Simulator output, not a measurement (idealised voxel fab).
Module name: voxel ribs on slabs (process module)
The cross-section shown here is cut; it is 270 nm wide and divided into square cells measuring 5 nm on a side.
Heads up, the way a cross-section reads in here is a grid of square cells, handed over as bands from the top down, with every band being one or more rows of cells. A band entry consists of two parts. The first gives the height of the band's top and the height of its bottom, in nm. The rest lists the band's materials from left to right, each with its width in nm. A single material labelled with the word "everywhere" fills the band from edge to edge, and the word "empty" marks empty space. The reference from which all heights are counted is 0, the level beneath which the as-received wafer is entirely one material; the lowest band, having no lower bound, proceeds downward and is written after the example "0 nm and below". Top row gets the first number, bottom row gets the second, and each row in between changes by the same step: that is how a band width like "30..40" works. "no change", as given for a step, is the statement that not any cell of the cross-section underwent a change during that step. Any empty space of 8 cells or more lacking an open way to the top shows up in "Non-vented voids" as width x height at distance, distance from the left edge, in nm. Formally, on a step line, whatever follows the settings is a remark that the simulator itself makes on the step. When a step includes a mask, the "overlay nm" setting on its line states how far to the right of its planned place that mask lay, and negative values state how far to the left.
## Listed below are the process steps as planned
1: RECEIVE | material Si
2: DIRECTIONAL_DEP | material SiO2 | thk nm 25
3: DIRECTIONAL_DEP | material SiN | thk nm 20
4: PATTERN | tone cover | mask id RIB | material resist | width nm 15 | thk nm 20 | overlay nm 0
5: DIRECTIONAL_ETCH | etch materials SiN | depth nm 5
6: STRIP | etch materials resist
7: PATTERN | tone cover | mask id SLAB | material resist | width nm 75 | thk nm 20 | overlay nm 0
8: DIRECTIONAL_ETCH | etch materials SiN | depth nm 15
9: STRIP | etch materials resist
10: FILL_DEP | material SiO2 | thk nm 25
11: CMP | height nm 60
12: DIRECTIONAL_DEP | material W | thk nm 5
13: MASKED_ETCH | tone cover | mask id HEATER | width nm 25 | etch materials W | depth nm 5 | overlay nm 0
14: CONFORMAL_DEP | material SiO2 | thk nm 5
For this document, wafers share an identical start and vary in the step 14 thk nm; the plan quotes the first wafer's value.
## Incoming state of the first of several wafers in cross-section: after step 1
> 0 nm and below = Si everywhere
> Non-vented voids: none
## Once step 14, the last step, is complete, the module is at its end; this is the cross-section of the first of several wafers
> 70 nm to 65 nm = empty=115, then SiO2=35, then empty=120
> 65 nm to 60 nm = SiO2=120, then W=25, then SiO2=125
> 60 nm to 45 nm = SiO2 everywhere
> 45 nm to 40 nm = SiO2=125, then SiN=15, then SiO2=130
> 40 nm to 25 nm = SiO2=95, then SiN=75, then SiO2=100
> 25 nm to 0 nm = SiO2 everywhere
> 0 nm and below = Si everywhere
> Non-vented voids: none
## X-section, last wafer, module end
> 85 nm to 80 nm = empty=100, then SiO2=65, then empty=105
> 80 nm to 65 nm = SiO2 everywhere
> 65 nm to 60 nm = SiO2=120, then W=25, then SiO2=125
> 60 nm to 45 nm = SiO2 everywhere
> 45 nm to 40 nm = SiO2=125, then SiN=15, then SiO2=130
> 40 nm to 25 nm = SiO2=95, then SiN=75, then SiO2=100
> 25 nm to 0 nm = SiO2 everywhere
> 0 nm and below = Si everywhere
> Non-vented voids: none
## The following table contains a row per wafer, in which are reported, at the conclusion of the module, the cells of each material gained (+) or lost (-) since the wafer's receipt, with its closed voids given thereafter
thk nm 5; +48 SiN; +656 SiO2; +5 W; Non-vented voids: none
thk nm 10; +48 SiN; +712 SiO2; +5 W; Non-vented voids: none
thk nm 15; +48 SiN; +768 SiO2; +5 W; Non-vented voids: none
thk nm 20; +48 SiN; +824 SiO2; +5 W; Non-vented voids: none
